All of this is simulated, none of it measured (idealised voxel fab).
process module | voxel transistor to metal
cross-section cut | 295 nm wide | cells 5 nm
A cross-section is a grid of square cells, given in bands from the top down. A band is one or more rows of cells.
Each band's line starts with the height of the band's top and of its bottom, in nm. Then come its materials from left to right, each with its width in nm. One material with "throughout" fills the band from edge to edge. "air" is empty space.
Height 0 is the level under which the wafer as received is all one material. The lowest band goes on downwards, as in "0 down".
A width such as "30 to 40" changes by the same amount from each row of cells to the next, from the band's top row to its bottom row.
"no change" after a step means that no cell of the cross-section changed.
closed voids: empty space of 8 cells or more with no open way to the top, each as width x height at its distance from the left edge, in nm
after a step's settings: what the simulator itself notes on the step
overlay nm, on a step with a mask: how far to the right of its planned place the mask lay; to the left if negative
plan
1 op RECEIVE | material Si
2 op OXIDIZE | depth nm 5
3 op CONFORMAL_DEP | material SiN | thk nm 10
4 op DIRECTIONAL_DEP | material aC | thk nm 15
5 op PATTERN | tone cover | mask id ACTIVE | material resist | width nm 110 | pitch nm 140 | thk nm 30 | overlay nm 0
6 op DIRECTIONAL_ETCH | etch materials aC | depth nm 15
7 op STRIP | etch materials resist
8 op DIRECTIONAL_ETCH | etch materials SiN | depth nm 10
9 op DIRECTIONAL_ETCH | etch materials SiO2 | depth nm 5
10 op DIRECTIONAL_ETCH | etch materials Si | depth nm 30
11 op STRIP | etch materials aC
12 op FILL_DEP | material SiO2 | thk nm 5
13 op CMP | height nm 10
14 op SELECTIVE_ETCH | etch materials SiO2 | depth nm 5
15 op STRIP | etch materials SiN
16 op SELECTIVE_ETCH | etch materials SiO2 | depth nm 5
17 op OXIDIZE | depth nm 5
18 op DIRECTIONAL_DEP | material polySi | thk nm 30
19 op DIRECTIONAL_DEP | material SiCN | thk nm 10
20 op PATTERN | tone cover | mask id GATE | material resist | width nm 20 | pitch nm 140 | thk nm 20 | overlay nm 0
21 op DIRECTIONAL_ETCH | etch materials SiCN | depth nm 20
22 op DIRECTIONAL_ETCH | etch materials polySi | depth nm 40
23 op STRIP | etch materials resist
24 op CONFORMAL_DEP | material SiO2 | thk nm 5
25 op DIRECTIONAL_ETCH | etch materials SiO2 | depth nm 5
26 op CONFORMAL_DEP | material SiN | thk nm 5
27 op DIRECTIONAL_ETCH | etch materials SiN | depth nm 5
28 op DIRECTIONAL_ETCH | etch materials SiO2 | depth nm 5
29 op DIRECTIONAL_ETCH | etch materials Si | depth nm 10
30 op EPI | material SiGe | thk nm 15
31 op FILL_DEP | material SiO2 | thk nm 5
32 op CMP | height nm 35
33 op DIRECTIONAL_DEP | material SiO2 | thk nm 10
34 op PATTERN | tone open | mask id CONTACT | material resist | width nm 35 | thk nm 15 | overlay nm 0
35 op DIRECTIONAL_ETCH | etch materials SiO2 | depth nm 40
36 op STRIP | etch materials resist
37 op CONFORMAL_DEP | material TiN | thk nm 5
38 op FILL_DEP | material Ru | thk nm 5
39 op CMP | height nm 45
40 op DIRECTIONAL_DEP | material TiN | thk nm 5
41 op DIRECTIONAL_DEP | material W | thk nm 20
42 op DIRECTIONAL_DEP | material aC | thk nm 10
43 op PATTERN | tone cover | mask id METAL_1 | material resist | width nm 20 | thk nm 25 | overlay nm 0
44 op DIRECTIONAL_ETCH | etch materials aC | depth nm 10
45 op STRIP | etch materials resist
46 op DIRECTIONAL_ETCH | etch materials W | depth nm 20
47 op DIRECTIONAL_ETCH | etch materials TiN | depth nm 5
48 op STRIP | etch materials aC
49 op CONFORMAL_DEP | material SiN | thk nm 5
50 op FILL_DEP | material SiO2 | thk nm 10
51 op CMP | height nm 70
52 op CONFORMAL_DEP | material SiCN | thk nm 5
as received, after step 1
  0 down: Si throughout
  closed voids: none
first wafer at the end, as planned
  75 to 70: SiCN throughout
  70 to 50: SiO2 20 | SiN 5 | W 20 | SiN 5 | SiO2 50 | SiN 5 | W 20 | SiN 5 | SiO2 30 | SiN 5 | W 20 | SiN 5 | SiO2 50 | SiN 5 | W 20 | SiN 5 | SiO2 25
  50 to 45: SiN 25 | TiN 20 | SiN 60 | TiN 20 | SiN 40 | TiN 20 | SiN 60 | TiN 20 | SiN 30
  45 to 35: SiO2 25 | TiN 5 | Ru 25 to 20 | TiN 5 to 10 | SiO2 30 | TiN 5 to 10 | Ru 25 to 20 | TiN 5 | SiO2 40 | TiN 5 | Ru 25 to 20 | TiN 5 to 10 | SiO2 30 | TiN 5 to 10 | Ru 25 to 20 | TiN 5 | SiO2 30
  35 to 25: SiO2 25 | TiN 5 | Ru 20 | TiN 5 | SiN 5 | SiO2 5 | SiCN 20 | SiO2 5 | SiN 5 | TiN 5 | Ru 20 | TiN 5 | SiO2 40 | TiN 5 | Ru 20 | TiN 5 | SiN 5 | SiO2 5 | SiCN 20 | SiO2 5 | SiN 5 | TiN 5 | Ru 20 | TiN 5 | SiO2 30
  25 to 10: SiO2 25 | TiN 5 | Ru 20 | TiN 5 | SiN 5 | SiO2 5 | polySi 20 | SiO2 5 | SiN 5 | TiN 5 | Ru 20 | TiN 5 | SiO2 40 | TiN 5 | Ru 20 | TiN 5 | SiN 5 | SiO2 5 | polySi 20 | SiO2 5 | SiN 5 | TiN 5 | Ru 20 | TiN 5 | SiO2 30
  10 to 5: SiO2 25 | TiN 30 | SiN 5 | SiO2 5 | polySi 20 | SiO2 5 | SiN 5 | TiN 30 | SiO2 40 | TiN 30 | SiN 5 | SiO2 5 | polySi 20 | SiO2 5 | SiN 5 | TiN 30 | SiO2 30
  5 to 0: SiO2 20 | SiGe 35 | SiN 5 | SiO2 5 | polySi 20 | SiO2 5 | SiN 5 | SiGe 35 | SiO2 30 | SiGe 35 | SiN 5 | SiO2 5 | polySi 20 | SiO2 5 | SiN 5 | SiGe 35 | SiO2 25
  0 to -5: SiO2 20 | SiN 5 | SiGe 30 | SiN 5 | SiO2 5 | polySi 20 | SiO2 5 | SiN 5 | SiGe 30 | SiN 5 | SiO2 30 | SiN 5 | SiGe 30 | SiN 5 | SiO2 5 | polySi 20 | SiO2 5 | SiN 5 | SiGe 30 | SiN 5 | SiO2 25
  -5 to -10: SiO2 25 | SiGe 30 | SiO2 40 | SiGe 30 | SiO2 40 | SiGe 30 | SiO2 40 | SiGe 30 | SiO2 30
  -10 to -20: SiO2 20 | Si 5 | SiGe 30 | Si 40 | SiGe 30 | Si 5 | SiO2 30 | Si 5 | SiGe 30 | Si 40 | SiGe 30 | Si 5 | SiO2 25
  -20 to -35: SiO2 20 | Si 110 | SiO2 30 | Si 110 | SiO2 25
  -35 down: Si throughout
  closed voids: none
second wafer at the end: like start, like plan, one mistake
  85 to 80: SiCN throughout
  80 to 75: SiO2 throughout
  75 to 70: SiO2 20 | SiN 30 | SiO2 50 | SiN 30 | SiO2 30 | SiN 30 | SiO2 50 | SiN 30 | SiO2 25
  70 to 50: SiO2 20 | SiN 5 | W 20 | SiN 5 | SiO2 50 | SiN 5 | W 20 | SiN 5 | SiO2 30 | SiN 5 | W 20 | SiN 5 | SiO2 50 | SiN 5 | W 20 | SiN 5 | SiO2 25
  50 to 45: SiN 25 | TiN 20 | SiN 60 | TiN 20 | SiN 40 | TiN 20 | SiN 60 | TiN 20 | SiN 30
  45 to 35: SiO2 25 | TiN 5 | Ru 25 to 20 | TiN 5 to 10 | SiO2 30 | TiN 5 to 10 | Ru 25 to 20 | TiN 5 | SiO2 40 | TiN 5 | Ru 25 to 20 | TiN 5 to 10 | SiO2 30 | TiN 5 to 10 | Ru 25 to 20 | TiN 5 | SiO2 30
  35 to 25: SiO2 25 | TiN 5 | Ru 20 | TiN 5 | SiN 5 | SiO2 5 | SiCN 20 | SiO2 5 | SiN 5 | TiN 5 | Ru 20 | TiN 5 | SiO2 40 | TiN 5 | Ru 20 | TiN 5 | SiN 5 | SiO2 5 | SiCN 20 | SiO2 5 | SiN 5 | TiN 5 | Ru 20 | TiN 5 | SiO2 30
  25 to 10: SiO2 25 | TiN 5 | Ru 20 | TiN 5 | SiN 5 | SiO2 5 | polySi 20 | SiO2 5 | SiN 5 | TiN 5 | Ru 20 | TiN 5 | SiO2 40 | TiN 5 | Ru 20 | TiN 5 | SiN 5 | SiO2 5 | polySi 20 | SiO2 5 | SiN 5 | TiN 5 | Ru 20 | TiN 5 | SiO2 30
  10 to 5: SiO2 25 | TiN 30 | SiN 5 | SiO2 5 | polySi 20 | SiO2 5 | SiN 5 | TiN 30 | SiO2 40 | TiN 30 | SiN 5 | SiO2 5 | polySi 20 | SiO2 5 | SiN 5 | TiN 30 | SiO2 30
  5 to 0: SiO2 20 | SiGe 35 | SiN 5 | SiO2 5 | polySi 20 | SiO2 5 | SiN 5 | SiGe 35 | SiO2 30 | SiGe 35 | SiN 5 | SiO2 5 | polySi 20 | SiO2 5 | SiN 5 | SiGe 35 | SiO2 25
  0 to -5: SiO2 20 | SiN 5 | SiGe 30 | SiN 5 | SiO2 5 | polySi 20 | SiO2 5 | SiN 5 | SiGe 30 | SiN 5 | SiO2 30 | SiN 5 | SiGe 30 | SiN 5 | SiO2 5 | polySi 20 | SiO2 5 | SiN 5 | SiGe 30 | SiN 5 | SiO2 25
  -5 to -10: SiO2 25 | SiGe 30 | SiO2 40 | SiGe 30 | SiO2 40 | SiGe 30 | SiO2 40 | SiGe 30 | SiO2 30
  -10 to -20: SiO2 20 | Si 5 | SiGe 30 | Si 40 | SiGe 30 | Si 5 | SiO2 30 | Si 5 | SiGe 30 | Si 40 | SiGe 30 | Si 5 | SiO2 25
  -20 to -35: SiO2 20 | Si 110 | SiO2 30 | Si 110 | SiO2 25
  -35 down: Si throughout
  closed voids: none
what went wrong: step 51 ran as: op CMP | height nm 80
at the end the second wafer has, in cells: 24 more of SiN | 94 more of SiO2
